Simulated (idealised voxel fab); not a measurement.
Process module in this document: voxel transistor to metal
Each square cell in cross-section cut measures 5 nm, and the section as a whole is 210 nm wide.
When this document writes out a cross-section, it uses a grid of square cells and lists it as bands, beginning at the top and moving down, with a band standing for one or more rows of cells. Basically the band line says how high the top is and how high the bottom is, in nm, and then what's in it from left to right, every material with its width in nm. Empty space shows up as "air", and if a single material carries "throughout" it runs the full band edge to edge. Heights from 0 (as-received wafer is one material below). Bottom band endless downward, as "0 down". A width given as "30 to 40" starts at the first number in the band's top row and ends at the second number in its bottom row, shifting by an equal amount at every step from row to row. "changes: none" for a step: no cell of the cross-section changed in that step. "Catalogued sealed voids" means: voids of 8 cells or more that are shut off from the top with no open way through. Written width x height at distance, distance from the left edge, in nm. Where a step's line continues beyond its settings, the continuation is a remark by the simulator itself on that step. The line of a step may include "overlay nm". On a step with a mask, this value is how far to the right of its planned place the mask lay. A negative value means the mask lay to the left.
Planned step list for the process:
- 1: RECEIVE [material Si]
- 2: OXIDIZE [depth nm 5]
- 3: CONFORMAL_DEP [material SiN] [thk nm 10]
- 4: DIRECTIONAL_DEP [material aC] [thk nm 10]
- 5: PATTERN [tone cover] [mask id ACTIVE] [material resist] [width nm 85] [thk nm 30] [overlay nm -15]
- 6: DIRECTIONAL_ETCH [etch materials aC] [depth nm 10]
- 7: STRIP [etch materials resist]
- 8: DIRECTIONAL_ETCH [etch materials SiN] [depth nm 10]
- 9: DIRECTIONAL_ETCH [etch materials SiO2] [depth nm 5]
- 10: DIRECTIONAL_ETCH [etch materials Si] [depth nm 25]
- 11: STRIP [etch materials aC]
- 12: OXIDIZE [depth nm 5]
- 13: FILL_DEP [material SiO2] [thk nm 15]
- 14: CMP [height nm 10]
- 15: SELECTIVE_ETCH [etch materials SiO2] [depth nm 5]
- 16: STRIP [etch materials SiN]
- 17: SELECTIVE_ETCH [etch materials SiO2] [depth nm 5]
- 18: OXIDIZE [depth nm 5]
- 19: DIRECTIONAL_DEP [material polySi] [thk nm 25]
- 20: DIRECTIONAL_DEP [material SiCN] [thk nm 10]
- 21: DIRECTIONAL_DEP [material aC] [thk nm 15]
- 22: PATTERN [tone cover] [mask id GATE] [material resist] [width nm 15] [thk nm 35] [overlay nm 0]
- 23: DIRECTIONAL_ETCH [etch materials aC] [depth nm 15]
- 24: STRIP [etch materials resist]
- 25: DIRECTIONAL_ETCH [etch materials SiCN] [depth nm 20]
- 26: DIRECTIONAL_ETCH [etch materials polySi] [depth nm 35]
- 27: STRIP [etch materials aC]
- 28: CONFORMAL_DEP [material SiO2] [thk nm 5]
- 29: DIRECTIONAL_ETCH [etch materials SiO2] [depth nm 5]
- 30: CONFORMAL_DEP [material SiN] [thk nm 5]
- 31: DIRECTIONAL_ETCH [etch materials SiN] [depth nm 5]
- 32: DIRECTIONAL_ETCH [etch materials SiO2] [depth nm 5]
- 33: EPI [material pSi] [thk nm 5]
- 34: FILL_DEP [material SiO2] [thk nm 10]
- 35: CMP [height nm 30]
- 36: DIRECTIONAL_DEP [material SiO2] [thk nm 15]
- 37: PATTERN [tone open] [mask id CONTACT] [material resist] [width nm 25] [pitch nm 50] [thk nm 20] [overlay nm 0]
- 38: DIRECTIONAL_ETCH [etch materials SiO2] [depth nm 50]
- 39: STRIP [etch materials resist]
- 40: CONFORMAL_DEP [material TiN] [thk nm 5]
- 41: FILL_DEP [material W] [thk nm 5]
- 42: CMP [height nm 45]
- 43: CONFORMAL_DEP [material SiN] [thk nm 5]
- 44: DIRECTIONAL_DEP [material lowk] [thk nm 25]
- 45: DIRECTIONAL_DEP [material aC] [thk nm 10]
- 46: PATTERN [tone open] [mask id METAL_1] [material resist] [width nm 15] [pitch nm 60] [thk nm 25] [overlay nm 0]
- 47: DIRECTIONAL_ETCH [etch materials aC] [depth nm 10]
- 48: STRIP [etch materials resist]
- 49: DIRECTIONAL_ETCH [etch materials lowk] [depth nm 25]
- 50: DIRECTIONAL_ETCH [etch materials SiN] [depth nm 5]
- 51: STRIP [etch materials aC]
- 52: CONFORMAL_DEP [material TiN] [thk nm 5]
- 53: FILL_DEP [material W] [thk nm 10]
- 54: CMP [height nm 75]
- 55: CONFORMAL_DEP [material SiCN] [thk nm 5]
- 56: DIRECTIONAL_DEP [material lowk] [thk nm 35]
- 57: PATTERN [tone open] [mask id METAL_2] [material resist] [width nm 15] [pitch nm 60] [thk nm 20] [overlay nm 0]
- 58: DIRECTIONAL_ETCH [etch materials lowk] [depth nm 20]
- 59: STRIP [etch materials resist]
- 60: PATTERN [tone open] [mask id METAL_2_HOLES] [material resist] [width nm 15] [pitch nm 60] [thk nm 15] [overlay nm 0]
- 61: DIRECTIONAL_ETCH [etch materials lowk] [depth nm 15]
- 62: DIRECTIONAL_ETCH [etch materials SiCN] [depth nm 5]
- 63: STRIP [etch materials resist]
- 64: CONFORMAL_DEP [material TiN] [thk nm 5]
- 65: FILL_DEP [material Cu] [thk nm 5]
- 66: CMP [height nm 115]
- 67: CONFORMAL_DEP [material SiN] [thk nm 5]
Quick note for whoever runs this: the wafers start identical, but the overlay nm at step 5 isn't the same across them. The plan just shows what the first wafer had.
Cross-section of the first incoming wafer of several, state after step 1:
* 0 down = Si throughout
* Catalogued sealed voids: none
The first of several wafers, seen in cross-section after the module's last step, step 67:
* 120 to 115 = SiN throughout
* 115 to 80 = 65 lowk; 5 TiN; 5 Cu; 5 TiN; 45 lowk; 5 TiN; 5 Cu; 5 TiN; 70 lowk
* 80 to 75 = 65 SiCN; 15 TiN; 45 SiCN; 15 TiN; 70 SiCN
* 75 to 50 = 65 lowk; 5 TiN; 5 W; 5 TiN; 45 lowk; 5 TiN; 5 W; 5 TiN; 70 lowk
* 50 to 45 = 65 SiN; 15 TiN; 45 SiN; 15 TiN; 70 SiN
* 45 to 35 = 65 SiO2; 5 TiN; 15 W; 5 TiN; 25 SiO2; 5 TiN; 15 W; 5 TiN; 70 SiO2
* 35 to 30 = 65 SiO2; 5 TiN; 10 W; 10 TiN; 25 SiO2; 10 TiN; 10 W; 5 TiN; 70 SiO2
* 30 to 20 = 65 SiO2; 5 TiN; 10 W; 5 TiN; 5 SiN; 5 SiO2; 15 SiCN; 5 SiO2; 5 SiN; 5 TiN; 10 W; 5 TiN; 70 SiO2
* 20 to 5 = 65 SiO2; 5 TiN; 10 W; 5 TiN; 5 SiN; 5 SiO2; 15 polySi; 5 SiO2; 5 SiN; 5 TiN; 10 W; 5 TiN; 70 SiO2
* 5 to 0 = 65 SiO2; 5 TiN; 10 W; 5 TiN; 5 SiN; 5 SiO2; 15 polySi; 5 SiO2; 5 SiN; 20 TiN; 70 SiO2
* 0 to -5 = 45 SiO2; 5 SiN; 15 SiO2; 20 TiN; 5 SiN; 5 SiO2; 15 polySi; 5 SiO2; 5 SiN; 5 TiN; 5 SiN; 10 TiN; 70 SiO2
* -5 to -10 = 50 SiO2; 35 pSi; 35 SiO2; 5 pSi; 85 SiO2
* -10 to -35 = 50 SiO2; 75 Si; 85 SiO2
* -35 down = Si throughout
* Catalogued sealed voids: none
last wafer at the end:
* 120 to 115 = SiN throughout
* 115 to 80 = 65 lowk; 5 TiN; 5 Cu; 5 TiN; 45 lowk; 5 TiN; 5 Cu; 5 TiN; 70 lowk
* 80 to 75 = 65 SiCN; 15 TiN; 45 SiCN; 15 TiN; 70 SiCN
* 75 to 50 = 65 lowk; 5 TiN; 5 W; 5 TiN; 45 lowk; 5 TiN; 5 W; 5 TiN; 70 lowk
* 50 to 45 = 65 SiN; 15 TiN; 45 SiN; 15 TiN; 70 SiN
* 45 to 35 = 65 SiO2; 5 TiN; 15 W; 5 TiN; 25 SiO2; 5 TiN; 15 W; 5 TiN; 70 SiO2
* 35 to 30 = 65 SiO2; 5 TiN; 10 W; 10 TiN; 25 SiO2; 10 TiN; 10 W; 5 TiN; 70 SiO2
* 30 to 20 = 65 SiO2; 5 TiN; 10 W; 5 TiN; 5 SiN; 5 SiO2; 15 SiCN; 5 SiO2; 5 SiN; 5 TiN; 10 W; 5 TiN; 70 SiO2
* 20 to 5 = 65 SiO2; 5 TiN; 10 W; 5 TiN; 5 SiN; 5 SiO2; 15 polySi; 5 SiO2; 5 SiN; 5 TiN; 10 W; 5 TiN; 70 SiO2
* 5 to 0 = 65 SiO2; 20 TiN; 5 SiN; 5 SiO2; 15 polySi; 5 SiO2; 5 SiN; 5 TiN; 10 W; 5 TiN; 70 SiO2
* 0 to -5 = 65 SiO2; 10 TiN; 5 SiN; 5 TiN; 5 SiN; 5 SiO2; 15 polySi; 5 SiO2; 5 SiN; 20 TiN; 15 SiO2; 5 SiN; 50 SiO2
* -5 to -10 = 80 SiO2; 5 pSi; 35 SiO2; 35 pSi; 55 SiO2
* -10 to -35 = 80 SiO2; 75 Si; 55 SiO2
* -35 down = Si throughout
* Catalogued sealed voids: none
Below, a row for every wafer. Read it as the end-of-module picture: for each material the wafer shows its cells gained (+) or lost (-) since it was received, and then its closed voids:
overlay nm -15, +14 Cu, -219 Si, +42 SiCN, +94 SiN, +467 SiO2, +107 TiN, +48 W, +432 lowk, +8 pSi, +15 polySi, Catalogued sealed voids: none
overlay nm -10, +14 Cu, -219 Si, +42 SiCN, +94 SiN, +467 SiO2, +107 TiN, +48 W, +432 lowk, +8 pSi, +15 polySi, Catalogued sealed voids: none
overlay nm -5, +14 Cu, -219 Si, +42 SiCN, +94 SiN, +467 SiO2, +106 TiN, +49 W, +432 lowk, +8 pSi, +15 polySi, Catalogued sealed voids: none
overlay nm 0, +14 Cu, -219 Si, +42 SiCN, +94 SiN, +466 SiO2, +106 TiN, +50 W, +432 lowk, +8 pSi, +15 polySi, Catalogued sealed voids: none
overlay nm 5, +14 Cu, -219 Si, +42 SiCN, +94 SiN, +467 SiO2, +106 TiN, +49 W, +432 lowk, +8 pSi, +15 polySi, Catalogued sealed voids: none
overlay nm 10, +14 Cu, -219 Si, +42 SiCN, +94 SiN, +467 SiO2, +107 TiN, +48 W, +432 lowk, +8 pSi, +15 polySi, Catalogued sealed voids: none
overlay nm 15, +14 Cu, -219 Si, +42 SiCN, +94 SiN, +467 SiO2, +107 TiN, +48 W, +432 lowk, +8 pSi, +15 polySi, Catalogued sealed voids: none
